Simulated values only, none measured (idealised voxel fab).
The name of this process module is voxel gate over fins.
cross-section cut | 255 nm wide | cells 5 nm
A cross-section is written here as square cells arranged in a grid, and it is given in bands from the top down, each band taking up one or more rows of cells. Band entry format. Leading values: height of top, height of bottom, nm. Remainder: materials in left-to-right order, each with its width in nm. Special words: "throughout" on a single material, which then fills the band edge to edge; "blank", empty space. Convention: height 0 is the level below which the wafer, as received, is all one material. The lowest band does not terminate at the bottom but continues downward, represented as "top 0, no bottom". A width given as "30..40" starts at the first number in the band's top row and ends at the second number in its bottom row, shifting by an equal amount at every step from row to row. Any step labelled "nothing altered" changed none of the cells in the cross-section. Closed-off voids of 8+ cells (no open route to the top) go in "Internal closed voids", written width x height at distance from the left edge, in nm. after a step's settings: what the simulator itself notes on the step. On any step carrying a mask, the "overlay nm" setting, if present on the step's line, tells how far right of its planned place the mask lay; negative values point to the left.

Intended process steps:
- 1: RECEIVE,material Si
- 2: CONFORMAL_DEP,material SiN,thk nm 5
- 3: DIRECTIONAL_DEP,material aC,thk nm 15
- 4: PATTERN,tone cover,mask id FINS,material resist,width nm 15,pitch nm 50,thk nm 30,overlay nm 0
- 5: DIRECTIONAL_ETCH,etch materials aC,depth nm 15
- 6: STRIP,etch materials resist
- 7: DIRECTIONAL_ETCH,etch materials SiN,depth nm 5
- 8: DIRECTIONAL_ETCH,etch materials Si,depth nm 40
- 9: STRIP,etch materials aC
- 10: OXIDIZE,depth nm 5
- 11: FILL_DEP,material SiO2,thk nm 15
- 12: CMP,height nm 5
- 13: PATTERN,tone open,mask id RAIL,material resist,width nm 15,thk nm 15,overlay nm 0
- 14: DIRECTIONAL_ETCH,etch materials SiO2,depth nm 40
- 15: STRIP,etch materials resist
- 16: CONFORMAL_DEP,material TiN,thk nm 5
- 17: FILL_DEP,material Ru,thk nm 10
- 18: CMP,height nm 5
- 19: SELECTIVE_ETCH,etch materials W Ru TiN,depth nm 25
- 20: FILL_DEP,material SiO2,thk nm 5
- 21: CMP,height nm 5
- 22: SELECTIVE_ETCH,etch materials SiO2,depth nm 15
- 23: STRIP,etch materials SiN
- 24: CONFORMAL_DEP,material HfO2,thk nm 5
- 25: CONFORMAL_DEP,material TiN,thk nm 5
- 26: CONFORMAL_DEP,material TiAl,thk nm 5
- 27: CONFORMAL_DEP,material TiN,thk nm 5
- 28: FILL_DEP,material W,thk nm 10
- 29: CMP,height nm 25
- 30: CONFORMAL_DEP,material SiN,thk nm 5

Cross-sectional view of the wafer in its as-received condition, corresponding to the state after step 1:
> top 0, no bottom | Si throughout
> Internal closed voids: none

Looking at the first of two wafers in cross-section at end of module - ran to plan:
> top 30, bottom 25 | SiN throughout
> top 25, bottom 20 | W throughout
> top 20, bottom 15 | W (55), TiN (45), W (5), TiN (45), W (5), TiN (45), W (55)
> top 15, bottom 10 | W (55), TiN (5), TiAl (35), TiN (5), W (5), TiN (5), TiAl (35), TiN (5), W (5), TiN (5), TiAl (35), TiN (5), W (55)
> top 10, bottom 5 | TiN (60), TiAl (5), TiN (25), TiAl (5), TiN (15), TiAl (5), TiN (25), TiAl (5), TiN (15), TiAl (5), TiN (25), TiAl (5), TiN (60)
> top 5, bottom 0 | TiAl (65), TiN (5), HfO2 (15), TiN (5), TiAl (25), TiN (5), HfO2 (15), TiN (5), TiAl (25), TiN (5), HfO2 (15), TiN (5), TiAl (65)
> top 0, bottom -5 | TiN (70), HfO2 (5), Si (5), HfO2 (5), TiN (35), HfO2 (5), Si (5), HfO2 (5), TiN (35), HfO2 (5), Si (5), HfO2 (5), TiN (70)
> top -5, bottom -10 | HfO2 (75), Si (5), HfO2 (45), Si (5), HfO2 (45), Si (5), HfO2 (75)
> top -10, bottom -20 | SiO2 (75), Si (5), SiO2 (45), Si (5), SiO2 (45), Si (5), SiO2 (75)
> top -20, bottom -30 | SiO2 (75), Si (5), SiO2 (15), TiN (5), Ru (5), TiN (5), SiO2 (15), Si (5), SiO2 (45), Si (5), SiO2 (75)
> top -30, bottom -35 | SiO2 (75), Si (5), SiO2 (15), TiN (15), SiO2 (15), Si (5), SiO2 (45), Si (5), SiO2 (75)
> top -35, bottom -45 | SiO2 (75), Si (5), SiO2 (45), Si (5), SiO2 (45), Si (5), SiO2 (75)
> top -45, no bottom | Si throughout
> Internal closed voids: none

So this is wafer number two of the two, cut at the end of the module - it started where the first did and had the same plan, we just got one thing wrong running it:
> top 30, bottom 25 | SiN throughout
> top 25, bottom 20 | W throughout
> top 20, bottom 15 | W (55), TiN (45), W (5), TiN (45), W (5), TiN (45), W (55)
> top 15, bottom 10 | W (55), TiN (5), TiAl (35), TiN (5), W (5), TiN (5), TiAl (35), TiN (5), W (5), TiN (5), TiAl (35), TiN (5), W (55)
> top 10, bottom 5 | W (55), TiN (5), TiAl (5), TiN (25), TiAl (5), TiN (5), W (5), TiN (5), TiAl (5), TiN (25), TiAl (5), TiN (5), W (5), TiN (5), TiAl (5), TiN (25), TiAl (5), TiN (5), W (55)
> top 5, bottom 0 | W (55), TiN (5), TiAl (5), TiN (5), HfO2 (15), TiN (5), TiAl (5), TiN (5), W (5), TiN (5), TiAl (5), TiN (5), HfO2 (15), TiN (5), TiAl (5), TiN (5), W (5), TiN (5), TiAl (5), TiN (5), HfO2 (15), TiN (5), TiAl (5), TiN (5), W (55)
> top 0, bottom -5 | W (55), TiN (5), TiAl (5), TiN (5), HfO2 (5), Si (5), HfO2 (5), TiN (5), TiAl (5), TiN (15), TiAl (5), TiN (5), HfO2 (5), Si (5), HfO2 (5), TiN (5), TiAl (5), TiN (5), W (5), TiN (5), TiAl (5), TiN (5), HfO2 (5), Si (5), HfO2 (5), TiN (5), TiAl (5), TiN (5), W (55)
> top -5, bottom -10 | TiN (60), TiAl (5), TiN (5), HfO2 (5), Si (5), HfO2 (5), TiN (5), TiAl (25), TiN (5), HfO2 (5), Si (5), HfO2 (5), TiN (5), TiAl (5), TiN (15), TiAl (5), TiN (5), HfO2 (5), Si (5), HfO2 (5), TiN (5), TiAl (5), TiN (60)
> top -10, bottom -15 | TiAl (65), TiN (5), HfO2 (5), Si (5), HfO2 (5), TiN (35), HfO2 (5), Si (5), HfO2 (5), TiN (5), TiAl (25), TiN (5), HfO2 (5), Si (5), HfO2 (5), TiN (5), TiAl (65)
> top -15, bottom -20 | TiN (70), HfO2 (5), Si (5), HfO2 (5), TiN (5), HfO2 (25), TiN (5), HfO2 (5), Si (5), HfO2 (5), TiN (35), HfO2 (5), Si (5), HfO2 (5), TiN (70)
> top -20, bottom -25 | HfO2 (75), Si (5), HfO2 (15), TiN (5), Ru (5), TiN (5), HfO2 (15), Si (5), HfO2 (45), Si (5), HfO2 (75)
> top -25, bottom -30 | SiO2 (75), Si (5), SiO2 (15), TiN (5), Ru (5), TiN (5), SiO2 (15), Si (5), SiO2 (45), Si (5), SiO2 (75)
> top -30, bottom -35 | SiO2 (75), Si (5), SiO2 (15), TiN (15), SiO2 (15), Si (5), SiO2 (45), Si (5), SiO2 (75)
> top -35, bottom -45 | SiO2 (75), Si (5), SiO2 (45), Si (5), SiO2 (45), Si (5), SiO2 (75)
> top -45, no bottom | Si throughout
> Internal closed voids: none
Diagnosis: step 22 of the plan was carried out twice
Cell-count delta at end, second wafer over first, by material: +20 HfO2, -141 SiO2, +16 TiAl, +34 TiN, +71 W
